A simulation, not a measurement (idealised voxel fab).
This section sets out a process module, namely voxel wiring stack.
180 nm wide, 5 nm square cells: that's cross-section cut.
Think of the cross-section as a grid of square cells. We describe it in bands, top to bottom, and each band covers one or more rows of those cells. In this notation a band is specified by the heights of its top and bottom, in that order and in nm, after which its materials appear from left to right, each paired with its width in nm. The word "full width" attached to a single material means that material fills the band from edge to edge; the word "air" stands for empty space. Height datum 0, below which the as-received substrate wafer is one material. Lowest band open at the bottom, running downward: "top 0, no bottom". The two numbers in a width such as "30 to 40" mark its ends across the band: the first belongs to the top row of cells, the second to the bottom row, and from each row to the next the width moves by the same amount. It should be understood that the words "nothing altered", when stated for a given step, signify that the cross-section underwent no change in any of its cells during that step. For the entry "Closed void list", the listed items are empty spaces with no open way to the top whose size is 8 cells or more; each item follows the pattern width x height at distance, where distance is from the left edge and all three are in nm. Whatever follows a step's settings on its line is a remark the simulator itself makes about that step. overlay nm: mask right of planned place by this much (step with mask). Neg. = left. What follows is a series of pairs. Each pair shows a cross-section before one process step and the cross-section after it, and the after view is drawn only down to the lowest band that changed. Beneath each pair is the step that lies between the two, with its settings. Pairs may come from different runs of this module on the same starting wafer, so a pair continues from the one above it only where its entry headed "before" says so.

-- before
* top 0, no bottom: Si full width
* Closed void list: none

-- Post-Step Geometry
* top 15, bottom 0: SiO2 full width
* Under 0: no change, same as before.
* Closed void list: none
Between before and after as drawn above: CONFORMAL_DEP | material SiO2 | thk nm 15

before: see preceding pair, after cross-section.

-- Post-Step Geometry
* top 20, bottom 15: TiN full width
* Under 15: no change, same as before.
* Closed void list: none
Between before and after as drawn above: DIRECTIONAL_DEP | material TiN | thk nm 5

before: see preceding pair, after cross-section.

-- Post-Step Geometry
* top 40, bottom 20: W full width
* Under 20: no change, same as before.
* Closed void list: none
Between before and after as drawn above: DIRECTIONAL_DEP | material W | thk nm 20

before: see preceding pair, after cross-section.

-- Post-Step Geometry
* top 50, bottom 40: aC full width
* Under 40: no change, same as before.
* Closed void list: none
Between before and after as drawn above: DIRECTIONAL_DEP | material aC | thk nm 10

before: see preceding pair, after cross-section.

-- Post-Step Geometry
* top 75, bottom 50: air=15, then resist=30, then air=30, then resist=30, then air=30, then resist=30, then air=15
* Under 50: no change, same as before.
* Closed void list: none
Between before and after as drawn above: PATTERN | tone cover | mask id METAL_1 | material resist | width nm 30 | pitch nm 60 | thk nm 25 | overlay nm 0

before: see preceding pair, after cross-section.

-- Post-Step Geometry
* top 65, bottom 50: air=15, then resist=30, then air=30, then resist=30, then air=30, then resist=30, then air=15
* top 50, bottom 40: air=15, then aC=30, then air=30, then aC=30, then air=30, then aC=30, then air=15
* Under 40: no change, same as before.
* Closed void list: none
Between before and after as drawn above: DIRECTIONAL_ETCH | etch materials aC | depth nm 10

before: see preceding pair, after cross-section.

-- Post-Step Geometry
* top 50, bottom 40: air=15, then aC=30, then air=30, then aC=30, then air=30, then aC=30, then air=15
* Under 40: no change, same as before.
* Closed void list: none
Between before and after as drawn above: STRIP | etch materials resist

before: see preceding pair, after cross-section.

-- Post-Step Geometry
* top 50, bottom 40: air=15, then aC=30, then air=30, then aC=30, then air=30, then aC=30, then air=15
* top 40, bottom 20: air=15, then W=30, then air=30, then W=30, then air=30, then W=30, then air=15
* Under 20: no change, same as before.
* Closed void list: none
Between before and after as drawn above: DIRECTIONAL_ETCH | etch materials W | depth nm 20

before: see preceding pair, after cross-section.

-- Post-Step Geometry
* top 50, bottom 40: air=15, then aC=30, then air=30, then aC=30, then air=30, then aC=30, then air=15
* top 40, bottom 20: air=15, then W=30, then air=30, then W=30, then air=30, then W=30, then air=15
* top 20, bottom 15: air=15, then TiN=30, then air=30, then TiN=30, then air=30, then TiN=30, then air=15
* Under 15: no change, same as before.
* Closed void list: none
Between before and after as drawn above: DIRECTIONAL_ETCH | etch materials TiN | depth nm 5

before: see preceding pair, after cross-section.

-- Post-Step Geometry
* top 40, bottom 20: air=15, then W=30, then air=30, then W=30, then air=30, then W=30, then air=15
* Under 20: no change, same as before.
* Closed void list: none
Between before and after as drawn above: STRIP | etch materials aC

before: see preceding pair, after cross-section.

-- Post-Step Geometry
* top 45, bottom 40: lowk full width
* top 40, bottom 20: lowk=15, then W=30, then lowk=30, then W=30, then lowk=30, then W=30, then lowk=15
* top 20, bottom 15: lowk=15, then TiN=30, then lowk=30, then TiN=30, then lowk=30, then TiN=30, then lowk=15
* Under 15: no change, same as before.
* Closed void list: none
Between before and after as drawn above: FILL_DEP | material lowk | thk nm 5

before: see preceding pair, after cross-section.

-- Post-Step Geometry
* top 40, bottom 20: lowk=15, then W=30, then lowk=30, then W=30, then lowk=30, then W=30, then lowk=15
* Under 20: no change, same as before.
* Closed void list: none
Between before and after as drawn above: CMP | height nm 40

before: see preceding pair, after cross-section.

-- Post-Step Geometry
* top 45, bottom 40: SiCN full width
* Under 40: no change, same as before.
* Closed void list: none
Between before and after as drawn above: CONFORMAL_DEP | material SiCN | thk nm 5

before: see preceding pair, after cross-section.

-- Post-Step Geometry
* top 65, bottom 45: SiO2 full width
* Under 45: no change, same as before.
* Closed void list: none
Between before and after as drawn above: DIRECTIONAL_DEP | material SiO2 | thk nm 20

before: see preceding pair, after cross-section.

-- Post-Step Geometry
* top 80, bottom 65: aC full width
* Under 65: no change, same as before.
* Closed void list: none
Between before and after as drawn above: DIRECTIONAL_DEP | material aC | thk nm 15

before: see preceding pair, after cross-section.

-- Post-Step Geometry
* top 115, bottom 80: resist=15, then air=15, then resist=45, then air=15, then resist=45, then air=15, then resist=30
* Under 80: no change, same as before.
* Closed void list: none
Between before and after as drawn above: PATTERN | tone open | mask id PLUG_1 | material resist | width nm 15 | pitch nm 60 | thk nm 35 | overlay nm 0

before: see preceding pair, after cross-section.

-- Post-Step Geometry
* top 100, bottom 80: resist=15, then air=15, then resist=45, then air=15, then resist=45, then air=15, then resist=30
* top 80, bottom 65: aC=15, then air=15, then aC=45, then air=15, then aC=45, then air=15, then aC=30
* Under 65: no change, same as before.
* Closed void list: none
Between before and after as drawn above: DIRECTIONAL_ETCH | etch materials aC | depth nm 15

before: see preceding pair, after cross-section.

-- Post-Step Geometry
* top 80, bottom 65: aC=15, then air=15, then aC=45, then air=15, then aC=45, then air=15, then aC=30
* Under 65: no change, same as before.
* Closed void list: none
Between before and after as drawn above: STRIP | etch materials resist

before: see preceding pair, after cross-section.

-- Post-Step Geometry
* top 80, bottom 65: aC=15, then air=15, then aC=45, then air=15, then aC=45, then air=15, then aC=30
* top 65, bottom 45: SiO2=15, then air=15, then SiO2=45, then air=15, then SiO2=45, then air=15, then SiO2=30
* Under 45: no change, same as before.
* Closed void list: none
Between before and after as drawn above: DIRECTIONAL_ETCH | etch materials SiO2 | depth nm 20

before: see preceding pair, after cross-section.

-- Post-Step Geometry
* top 80, bottom 65: aC=15, then air=15, then aC=45, then air=15, then aC=45, then air=15, then aC=30
* top 65, bottom 45: SiO2=15, then air=15, then SiO2=45, then air=15, then SiO2=45, then air=15, then SiO2=30
* top 45, bottom 40: SiCN=15, then air=15, then SiCN=45, then air=15, then SiCN=45, then air=15, then SiCN=30
* Under 40: no change, same as before.
* Closed void list: none
Between before and after as drawn above: DIRECTIONAL_ETCH | etch materials SiCN | depth nm 5

before: see preceding pair, after cross-section.

-- Post-Step Geometry
* top 65, bottom 45: SiO2=15, then air=15, then SiO2=45, then air=15, then SiO2=45, then air=15, then SiO2=30
* Under 45: no change, same as before.
* Closed void list: none
Between before and after as drawn above: STRIP | etch materials aC

before: see preceding pair, after cross-section.

-- Post-Step Geometry
* top 65, bottom 50: SiO2=15, then air=15, then SiO2=45, then air=15, then SiO2=45, then air=15, then SiO2=30
* top 50, bottom 45: SiO2=15, then Ru=15, then SiO2=45, then Ru=15, then SiO2=45, then Ru=15, then SiO2=30
* top 45, bottom 40: SiCN=15, then Ru=15, then SiCN=45, then Ru=15, then SiCN=45, then Ru=15, then SiCN=30
* Under 40: no change, same as before.
* Closed void list: none
Between before and after as drawn above: EPI | material Ru | thk nm 10

before: see preceding pair, after cross-section.

-- Post-Step Geometry
* top 65, bottom 60: SiO2=15, then air=15, then SiO2=45, then air=15, then SiO2=45, then air=15, then SiO2=30
* top 60, bottom 45: SiO2=15, then Ru=15, then SiO2=45, then Ru=15, then SiO2=45, then Ru=15, then SiO2=30
* Under 45: no change, same as before.
* Closed void list: none
Between before and after as drawn above: EPI | material Ru | thk nm 10

before: see preceding pair, after cross-section.

-- Post-Step Geometry
* top 65, bottom 45: SiO2=15, then Ru=15, then SiO2=45, then Ru=15, then SiO2=45, then Ru=15, then SiO2=30
* Under 45: no change, same as before.
* Closed void list: none
Between before and after as drawn above: EPI | material Ru | thk nm 5

before: see preceding pair, after cross-section.

-- Post-Step Geometry
* top 70, bottom 65: TiN full width
* Under 65: no change, same as before.
* Closed void list: none
Between before and after as drawn above: DIRECTIONAL_DEP | material TiN | thk nm 5

before: see preceding pair, after cross-section.

-- Post-Step Geometry
* top 85, bottom 70: Ru full width
* Under 70: no change, same as before.
* Closed void list: none
Between before and after as drawn above: DIRECTIONAL_DEP | material Ru | thk nm 15

before: see preceding pair, after cross-section.

-- Post-Step Geometry
* top 85, bottom 70: air=15, then Ru=30, then air=30, then Ru=30, then air=30, then Ru=30, then air=15
* Under 70: no change, same as before.
* Closed void list: none
Between before and after as drawn above: MASKED_ETCH | tone cover | mask id METAL_2 | width nm 30 | pitch nm 60 | etch materials Ru | depth nm 15 | overlay nm 0

before: see preceding pair, after cross-section.

-- Post-Step Geometry
* top 85, bottom 70: air=15, then Ru=30, then air=30, then Ru=30, then air=30, then Ru=30, then air=15
* top 70, bottom 65: air=15, then TiN=30, then air=30, then TiN=30, then air=30, then TiN=30, then air=15
* Under 65: no change, same as before.
* Closed void list: none
Between before and after as drawn above: MASKED_ETCH | tone cover | mask id METAL_2 | width nm 30 | pitch nm 60 | etch materials TiN | depth nm 5 | overlay nm 0

before: see preceding pair, after cross-section.

-- Post-Step Geometry
* top 90, bottom 85: air=10, then SiCN=40, then air=20, then SiCN=40, then air=20, then SiCN=40, then air=10
* top 85, bottom 70: air=10, then SiCN=5, then Ru=30, then SiCN=5, then air=20, then SiCN=5, then Ru=30, then SiCN=5, then air=20, then SiCN=5, then Ru=30, then SiCN=5, then air=10
* top 70, bottom 65: SiCN=15, then TiN=30, then SiCN=30, then TiN=30, then SiCN=30, then TiN=30, then SiCN=15
* Under 65: no change, same as before.
* Closed void list: none
Between before and after as drawn above: CONFORMAL_DEP | material SiCN | thk nm 5

before: see preceding pair, after cross-section.

-- Post-Step Geometry
* top 95, bottom 90: lowk full width
* top 90, bottom 85: lowk=10, then SiCN=40, then lowk=20, then SiCN=40, then lowk=20, then SiCN=40, then lowk=10
* top 85, bottom 70: lowk=10, then SiCN=5, then Ru=30, then SiCN=5, then lowk=20, then SiCN=5, then Ru=30, then SiCN=5, then lowk=20, then SiCN=5, then Ru=30, then SiCN=5, then lowk=10
* Under 70: no change, same as before.
* Closed void list: none
Between before and after as drawn above: FILL_DEP | material lowk | thk nm 5

before: see preceding pair, after cross-section.

-- Post-Step Geometry
* top 85, bottom 70: lowk=10, then SiCN=5, then Ru=30, then SiCN=5, then lowk=20, then SiCN=5, then Ru=30, then SiCN=5, then lowk=20, then SiCN=5, then Ru=30, then SiCN=5, then lowk=10
* Under 70: no change, same as before.
* Closed void list: none
Between before and after as drawn above: CMP | height nm 85

before: see preceding pair, after cross-section.

-- Post-Step Geometry
* top 90, bottom 85: SiCN full width
* Under 85: no change, same as before.
* Closed void list: none
Between before and after as drawn above: CONFORMAL_DEP | material SiCN | thk nm 5

-- before
* top 65, bottom 50: SiO2=15, then air=15, then SiO2=45, then air=15, then SiO2=45, then air=15, then SiO2=30
* top 50, bottom 45: SiO2=15, then Ru=15, then SiO2=45, then Ru=15, then SiO2=45, then Ru=15, then SiO2=30
* top 45, bottom 40: SiCN=15, then Ru=15, then SiCN=45, then Ru=15, then SiCN=45, then Ru=15, then SiCN=30
* top 40, bottom 20: lowk=15, then W=30, then lowk=30, then W=30, then lowk=30, then W=30, then lowk=15
* top 20, bottom 15: lowk=15, then TiN=30, then lowk=30, then TiN=30, then lowk=30, then TiN=30, then lowk=15
* top 15, bottom 0: SiO2 full width
* top 0, no bottom: Si full width
* Closed void list: none

-- Post-Step Geometry
* top 65, bottom 55: SiO2=15, then air=15, then SiO2=45, then air=15, then SiO2=45, then air=15, then SiO2=30
* top 55, bottom 45: SiO2=15, then Ru=15, then SiO2=45, then Ru=15, then SiO2=45, then Ru=15, then SiO2=30
* Under 45: no change, same as before.
* Closed void list: none
Between before and after as drawn above: EPI | material Ru | thk nm 5

before: see preceding pair, after cross-section.

-- Post-Step Geometry
* top 70, bottom 65: TiN=15, then air=15, then TiN=45, then air=15, then TiN=45, then air=15, then TiN=30
* top 65, bottom 60: SiO2=15, then air=15, then SiO2=45, then air=15, then SiO2=45, then air=15, then SiO2=30
* top 60, bottom 55: SiO2=15, then TiN=15, then SiO2=45, then TiN=15, then SiO2=45, then TiN=15, then SiO2=30
* Under 55: no change, same as before.
* Closed void list: none
Between before and after as drawn above: DIRECTIONAL_DEP | material TiN | thk nm 5

before: see preceding pair, after cross-section.

-- Post-Step Geometry
* top 85, bottom 75: Ru=15, then air=15, then Ru=45, then air=15, then Ru=45, then air=15, then Ru=30
* top 75, bottom 70: Ru full width
* top 70, bottom 65: TiN=15, then Ru=15, then TiN=45, then Ru=15, then TiN=45, then Ru=15, then TiN=30
* top 65, bottom 60: SiO2=15, then Ru=15, then SiO2=45, then Ru=15, then SiO2=45, then Ru=15, then SiO2=30
* Under 60: no change, same as before.
* Closed void list: none
Between before and after as drawn above: DIRECTIONAL_DEP | material Ru | thk nm 15

before: see preceding pair, after cross-section.

-- Post-Step Geometry
* top 85, bottom 75: air=30, then Ru=15, then air=45, then Ru=15, then air=45, then Ru=15, then air=15
* top 75, bottom 70: air=15, then Ru=30, then air=30, then Ru=30, then air=30, then Ru=30, then air=15
* Under 70: no change, same as before.
* Closed void list: none
Between before and after as drawn above: MASKED_ETCH | tone cover | mask id METAL_2 | width nm 30 | pitch nm 60 | etch materials Ru | depth nm 15 | overlay nm 0

before: see preceding pair, after cross-section.

-- Post-Step Geometry
* top 85, bottom 75: air=30, then Ru=15, then air=45, then Ru=15, then air=45, then Ru=15, then air=15
* top 75, bottom 70: air=15, then Ru=30, then air=30, then Ru=30, then air=30, then Ru=30, then air=15
* top 70, bottom 65: air=15, then Ru=15, then TiN=15, then air=30, then Ru=15, then TiN=15, then air=30, then Ru=15, then TiN=15, then air=15
* Under 65: no change, same as before.
* Closed void list: none
Between before and after as drawn above: MASKED_ETCH | tone cover | mask id METAL_2 | width nm 30 | pitch nm 60 | etch materials TiN | depth nm 5 | overlay nm 0

before: see preceding pair, after cross-section.

-- Post-Step Geometry
* top 90, bottom 85: air=25, then SiCN=25, then air=35, then SiCN=25, then air=35, then SiCN=25, then air=10
* top 85, bottom 75: air=25 to 10, then SiCN=5 to 20, then Ru=15, then SiCN=5, then air=35 to 20, then SiCN=5 to 20, then Ru=15, then SiCN=5, then air=35 to 20, then SiCN=5 to 20, then Ru=15, then SiCN=5, then air=10
* top 75, bottom 70: air=10, then SiCN=5, then Ru=30, then SiCN=5, then air=20, then SiCN=5, then Ru=30, then SiCN=5, then air=20, then SiCN=5, then Ru=30, then SiCN=5, then air=10
* top 70, bottom 65: SiCN=15, then Ru=15, then TiN=15, then SiCN=30, then Ru=15, then TiN=15, then SiCN=30, then Ru=15, then TiN=15, then SiCN=15
* Under 65: no change, same as before.
* Closed void list: none
Between before and after as drawn above: CONFORMAL_DEP | material SiCN | thk nm 5

before: see preceding pair, after cross-section.

-- Post-Step Geometry
* top 95, bottom 90: lowk full width
* top 90, bottom 85: lowk=25, then SiCN=25, then lowk=35, then SiCN=25, then lowk=35, then SiCN=25, then lowk=10
* top 85, bottom 75: lowk=25 to 10, then SiCN=5 to 20, then Ru=15, then SiCN=5, then lowk=35 to 20, then SiCN=5 to 20, then Ru=15, then SiCN=5, then lowk=35 to 20, then SiCN=5 to 20, then Ru=15, then SiCN=5, then lowk=10
* top 75, bottom 70: lowk=10, then SiCN=5, then Ru=30, then SiCN=5, then lowk=20, then SiCN=5, then Ru=30, then SiCN=5, then lowk=20, then SiCN=5, then Ru=30, then SiCN=5, then lowk=10
* Under 70: no change, same as before.
* Closed void list: none
Between before and after as drawn above: FILL_DEP | material lowk | thk nm 5

before: see preceding pair, after cross-section.

-- Post-Step Geometry
* top 85, bottom 75: lowk=25 to 10, then SiCN=5 to 20, then Ru=15, then SiCN=5, then lowk=35 to 20, then SiCN=5 to 20, then Ru=15, then SiCN=5, then lowk=35 to 20, then SiCN=5 to 20, then Ru=15, then SiCN=5, then lowk=10
* Under 75: no change, same as before.
* Closed void list: none
Between before and after as drawn above: CMP | height nm 85

before: see preceding pair, after cross-section.

-- Post-Step Geometry
* top 90, bottom 85: SiCN full width
* Under 85: no change, same as before.
* Closed void list: none
Between before and after as drawn above: CONFORMAL_DEP | material SiCN | thk nm 5

-- before
* top 65, bottom 60: SiO2=15, then air=15, then SiO2=45, then air=15, then SiO2=45, then air=15, then SiO2=30
* top 60, bottom 45: SiO2=15, then Ru=15, then SiO2=45, then Ru=15, then SiO2=45, then Ru=15, then SiO2=30
* top 45, bottom 40: SiCN=15, then Ru=15, then SiCN=45, then Ru=15, then SiCN=45, then Ru=15, then SiCN=30
* top 40, bottom 20: lowk=15, then W=30, then lowk=30, then W=30, then lowk=30, then W=30, then lowk=15
* top 20, bottom 15: lowk=15, then TiN=30, then lowk=30, then TiN=30, then lowk=30, then TiN=30, then lowk=15
* top 15, bottom 0: SiO2 full width
* top 0, no bottom: Si full width
* Closed void list: none

-- Post-Step Geometry
* top 70, bottom 65: air=10, then Ru=25, then air=35, then Ru=25, then air=35, then Ru=25, then air=25
* top 65, bottom 45: SiO2=15, then Ru=15, then SiO2=45, then Ru=15, then SiO2=45, then Ru=15, then SiO2=30
* Under 45: no change, same as before.
* Closed void list: none
Between before and after as drawn above: EPI | material Ru | thk nm 10

before: see preceding pair, after cross-section.

-- Post-Step Geometry
* top 75, bottom 65: air=5, then Ru=35, then air=25, then Ru=35, then air=25, then Ru=35, then air=20
* Under 65: no change, same as before.
* Closed void list: none
Between before and after as drawn above: EPI | material Ru | thk nm 5

before: see preceding pair, after cross-section.

-- Post-Step Geometry
* top 80, bottom 75: air=5, then TiN=35, then air=25, then TiN=35, then air=25, then TiN=35, then air=20
* top 75, bottom 70: air=5, then Ru=35, then air=25, then Ru=35, then air=25, then Ru=35, then air=20
* top 70, bottom 65: TiN=5, then Ru=35, then TiN=25, then Ru=35, then TiN=25, then Ru=35, then TiN=20
* Under 65: no change, same as before.
* Closed void list: none
Between before and after as drawn above: DIRECTIONAL_DEP | material TiN | thk nm 5

before: see preceding pair, after cross-section.

-- Post-Step Geometry
* top 95, bottom 85: air=5, then Ru=35, then air=25, then Ru=35, then air=25, then Ru=35, then air=20
* top 85, bottom 80: Ru full width
* top 80, bottom 75: Ru=5, then TiN=35, then Ru=25, then TiN=35, then Ru=25, then TiN=35, then Ru=20
* top 75, bottom 70: Ru full width
* Under 70: no change, same as before.
* Closed void list: none
Between before and after as drawn above: DIRECTIONAL_DEP | material Ru | thk nm 15

before: see preceding pair, after cross-section.

-- Post-Step Geometry
* top 95, bottom 85: air=15, then Ru=25, then air=35, then Ru=25, then air=35, then Ru=25, then air=20
* top 85, bottom 80: air=15, then Ru=30, then air=30, then Ru=30, then air=30, then Ru=30, then air=15
* top 80, bottom 75: air=5, then TiN=35, then Ru=5, then air=20, then TiN=35, then Ru=5, then air=20, then TiN=35, then Ru=5, then air=15
* top 75, bottom 70: air=5, then Ru=40, then air=20, then Ru=40, then air=20, then Ru=40, then air=15
* Under 70: no change, same as before.
* Closed void list: none
Between before and after as drawn above: MASKED_ETCH | tone cover | mask id METAL_2 | width nm 30 | pitch nm 60 | etch materials Ru | depth nm 15 | overlay nm 0

before: see preceding pair, after cross-section.

-- Post-Step Geometry
* top 95, bottom 85: air=15, then Ru=25, then air=35, then Ru=25, then air=35, then Ru=25, then air=20
* top 85, bottom 80: air=15, then Ru=30, then air=30, then Ru=30, then air=30, then Ru=30, then air=15
* top 80, bottom 75: air=15, then TiN=25, then Ru=5, then air=30, then TiN=25, then Ru=5, then air=30, then TiN=25, then Ru=5, then air=15
* top 75, bottom 70: air=5, then Ru=40, then air=20, then Ru=40, then air=20, then Ru=40, then air=15
* top 70, bottom 65: air=5, then Ru=35, then TiN=5, then air=20, then Ru=35, then TiN=5, then air=20, then Ru=35, then TiN=5, then air=15
* Under 65: no change, same as before.
* Closed void list: none
Between before and after as drawn above: MASKED_ETCH | tone cover | mask id METAL_2 | width nm 30 | pitch nm 60 | etch materials TiN | depth nm 5 | overlay nm 0

before: see preceding pair, after cross-section.

-- Post-Step Geometry
* top 100, bottom 95: air=10, then SiCN=35, then air=25, then SiCN=35, then air=25, then SiCN=35, then air=15
* top 95, bottom 85: air=10, then SiCN=5, then Ru=25, then SiCN=5 to 10, then air=25 to 20, then SiCN=5, then Ru=25, then SiCN=5 to 10, then air=25 to 20, then SiCN=5, then Ru=25, then SiCN=5 to 10, then air=15 to 10
* top 85, bottom 80: air=10, then SiCN=5, then Ru=30, then SiCN=5, then air=20, then SiCN=5, then Ru=30, then SiCN=5, then air=20, then SiCN=5, then Ru=30, then SiCN=5, then air=10
* top 80, bottom 75: SiCN=15, then TiN=25, then Ru=5, then SiCN=5, then air=10, then SiCN=15, then TiN=25, then Ru=5, then SiCN=5, then air=10, then SiCN=15, then TiN=25, then Ru=5, then SiCN=5, then air=10
* top 75, bottom 70: SiCN=5, then Ru=40, then SiCN=5, then air=10, then SiCN=5, then Ru=40, then SiCN=5, then air=10, then SiCN=5, then Ru=40, then SiCN=5, then air=10
* top 70, bottom 65: SiCN=5, then Ru=35, then TiN=5, then SiCN=20, then Ru=35, then TiN=5, then SiCN=20, then Ru=35, then TiN=5, then SiCN=15
* Under 65: no change, same as before.
* Closed void list: none
Between before and after as drawn above: CONFORMAL_DEP | material SiCN | thk nm 5

before: see preceding pair, after cross-section.

-- Post-Step Geometry
* top 105, bottom 100: lowk full width
* top 100, bottom 95: lowk=10, then SiCN=35, then lowk=25, then SiCN=35, then lowk=25, then SiCN=35, then lowk=15
* top 95, bottom 85: lowk=10, then SiCN=5, then Ru=25, then SiCN=5 to 10, then lowk=25 to 20, then SiCN=5, then Ru=25, then SiCN=5 to 10, then lowk=25 to 20, then SiCN=5, then Ru=25, then SiCN=5 to 10, then lowk=15 to 10
* top 85, bottom 80: lowk=10, then SiCN=5, then Ru=30, then SiCN=5, then lowk=20, then SiCN=5, then Ru=30, then SiCN=5, then lowk=20, then SiCN=5, then Ru=30, then SiCN=5, then lowk=10
* top 80, bottom 75: SiCN=15, then TiN=25, then Ru=5, then SiCN=5, then lowk=10, then SiCN=15, then TiN=25, then Ru=5, then SiCN=5, then lowk=10, then SiCN=15, then TiN=25, then Ru=5, then SiCN=5, then lowk=10
* top 75, bottom 70: SiCN=5, then Ru=40, then SiCN=5, then lowk=10, then SiCN=5, then Ru=40, then SiCN=5, then lowk=10, then SiCN=5, then Ru=40, then SiCN=5, then lowk=10
* Under 70: no change, same as before.
* Closed void list: none
Between before and after as drawn above: FILL_DEP | material lowk | thk nm 5

before: see preceding pair, after cross-section.

-- Post-Step Geometry
* top 85, bottom 80: lowk=10, then SiCN=5, then Ru=30, then SiCN=5, then lowk=20, then SiCN=5, then Ru=30, then SiCN=5, then lowk=20, then SiCN=5, then Ru=30, then SiCN=5, then lowk=10
* Under 80: no change, same as before.
* Closed void list: none
Between before and after as drawn above: CMP | height nm 85

before: see preceding pair, after cross-section.

-- Post-Step Geometry
* top 90, bottom 85: SiCN full width
* Under 85: no change, same as before.
* Closed void list: none
Between before and after as drawn above: CONFORMAL_DEP | material SiCN | thk nm 5

-- before
* top 40, bottom 20: lowk=15, then W=30, then lowk=30, then W=30, then lowk=30, then W=30, then lowk=15
* top 20, bottom 15: lowk=15, then TiN=30, then lowk=30, then TiN=30, then lowk=30, then TiN=30, then lowk=15
* top 15, bottom 0: SiO2 full width
* top 0, no bottom: Si full width
* Closed void list: none

-- Post-Step Geometry
* top 60, bottom 40: SiO2 full width
* Under 40: no change, same as before.
* Closed void list: none
Between before and after as drawn above: DIRECTIONAL_DEP | material SiO2 | thk nm 20

before: see preceding pair, after cross-section.

-- Post-Step Geometry
* top 65, bottom 60: SiCN full width
* Under 60: no change, same as before.
* Closed void list: none
Between before and after as drawn above: CONFORMAL_DEP | material SiCN | thk nm 5

before: see preceding pair, after cross-section.

-- Post-Step Geometry
* top 80, bottom 65: aC full width
* Under 65: no change, same as before.
* Closed void list: none
Between before and after as drawn above: DIRECTIONAL_DEP | material aC | thk nm 15

before: see preceding pair, after cross-section.

-- Post-Step Geometry
* top 115, bottom 80: resist=15, then air=15, then resist=45, then air=15, then resist=45, then air=15, then resist=30
* Under 80: no change, same as before.
* Closed void list: none
Between before and after as drawn above: PATTERN | tone open | mask id PLUG_1 | material resist | width nm 15 | pitch nm 60 | thk nm 35 | overlay nm 0

before: see preceding pair, after cross-section.

-- Post-Step Geometry
* top 100, bottom 80: resist=15, then air=15, then resist=45, then air=15, then resist=45, then air=15, then resist=30
* top 80, bottom 65: aC=15, then air=15, then aC=45, then air=15, then aC=45, then air=15, then aC=30
* Under 65: no change, same as before.
* Closed void list: none
Between before and after as drawn above: DIRECTIONAL_ETCH | etch materials aC | depth nm 15

before: see preceding pair, after cross-section.

-- Post-Step Geometry
* top 80, bottom 65: aC=15, then air=15, then aC=45, then air=15, then aC=45, then air=15, then aC=30
* Under 65: no change, same as before.
* Closed void list: none
Between before and after as drawn above: STRIP | etch materials resist

before: see preceding pair, after cross-section.

-- Post-Step Geometry
* top 80, bottom 65: aC=15, then air=15, then aC=45, then air=15, then aC=45, then air=15, then aC=30
* top 65, bottom 60: SiCN=15, then air=15, then SiCN=45, then air=15, then SiCN=45, then air=15, then SiCN=30
* Under 60: no change, same as before.
* Closed void list: none
Between before and after as drawn above: DIRECTIONAL_ETCH | etch materials SiCN | depth nm 5

before: see preceding pair, after cross-section.

-- Post-Step Geometry
* top 65, bottom 60: SiCN=15, then air=15, then SiCN=45, then air=15, then SiCN=45, then air=15, then SiCN=30
* Under 60: no change, same as before.
* Closed void list: none
Between before and after as drawn above: STRIP | etch materials aC

before: see preceding pair, after cross-section.

-- Post-Step Geometry
* top 70, bottom 65: TiN=15, then air=15, then TiN=45, then air=15, then TiN=45, then air=15, then TiN=30
* top 65, bottom 60: SiCN=15, then TiN=15, then SiCN=45, then TiN=15, then SiCN=45, then TiN=15, then SiCN=30
* Under 60: no change, same as before.
* Closed void list: none
Between before and after as drawn above: DIRECTIONAL_DEP | material TiN | thk nm 5

before: see preceding pair, after cross-section.

-- Post-Step Geometry
* top 85, bottom 80: Ru=15, then air=15, then Ru=45, then air=15, then Ru=45, then air=15, then Ru=30
* top 80, bottom 70: Ru full width
* top 70, bottom 65: TiN=15, then Ru=15, then TiN=45, then Ru=15, then TiN=45, then Ru=15, then TiN=30
* Under 65: no change, same as before.
* Closed void list: none
Between before and after as drawn above: DIRECTIONAL_DEP | material Ru | thk nm 15

before: see preceding pair, after cross-section.

-- Post-Step Geometry
* top 85, bottom 80: air=30, then Ru=15, then air=45, then Ru=15, then air=45, then Ru=15, then air=15
* top 80, bottom 70: air=15, then Ru=30, then air=30, then Ru=30, then air=30, then Ru=30, then air=15
* Under 70: no change, same as before.
* Closed void list: none
Between before and after as drawn above: MASKED_ETCH | tone cover | mask id METAL_2 | width nm 30 | pitch nm 60 | etch materials Ru | depth nm 15 | overlay nm 0

before: see preceding pair, after cross-section.

-- Post-Step Geometry
* top 85, bottom 80: air=30, then Ru=15, then air=45, then Ru=15, then air=45, then Ru=15, then air=15
* top 80, bottom 70: air=15, then Ru=30, then air=30, then Ru=30, then air=30, then Ru=30, then air=15
* top 70, bottom 65: air=15, then Ru=15, then TiN=15, then air=30, then Ru=15, then TiN=15, then air=30, then Ru=15, then TiN=15, then air=15
* Under 65: no change, same as before.
* Closed void list: none
Between before and after as drawn above: MASKED_ETCH | tone cover | mask id METAL_2 | width nm 30 | pitch nm 60 | etch materials TiN | depth nm 5 | overlay nm 0

before: see preceding pair, after cross-section.

-- Post-Step Geometry
* top 90, bottom 85: air=25, then SiCN=25, then air=35, then SiCN=25, then air=35, then SiCN=25, then air=10
* top 85, bottom 80: air=10, then SiCN=20, then Ru=15, then SiCN=5, then air=20, then SiCN=20, then Ru=15, then SiCN=5, then air=20, then SiCN=20, then Ru=15, then SiCN=5, then air=10
* top 80, bottom 70: air=10, then SiCN=5, then Ru=30, then SiCN=5, then air=20, then SiCN=5, then Ru=30, then SiCN=5, then air=20, then SiCN=5, then Ru=30, then SiCN=5, then air=10
* top 70, bottom 65: SiCN=15, then Ru=15, then TiN=15, then SiCN=30, then Ru=15, then TiN=15, then SiCN=30, then Ru=15, then TiN=15, then SiCN=15
* Under 65: no change, same as before.
* Closed void list: none
Between before and after as drawn above: CONFORMAL_DEP | material SiCN | thk nm 5

before: see preceding pair, after cross-section.

-- Post-Step Geometry
* top 95, bottom 90: lowk full width
* top 90, bottom 85: lowk=25, then SiCN=25, then lowk=35, then SiCN=25, then lowk=35, then SiCN=25, then lowk=10
* top 85, bottom 80: lowk=10, then SiCN=20, then Ru=15, then SiCN=5, then lowk=20, then SiCN=20, then Ru=15, then SiCN=5, then lowk=20, then SiCN=20, then Ru=15, then SiCN=5, then lowk=10
* top 80, bottom 70: lowk=10, then SiCN=5, then Ru=30, then SiCN=5, then lowk=20, then SiCN=5, then Ru=30, then SiCN=5, then lowk=20, then SiCN=5, then Ru=30, then SiCN=5, then lowk=10
* Under 70: no change, same as before.
* Closed void list: none
Between before and after as drawn above: FILL_DEP | material lowk | thk nm 5
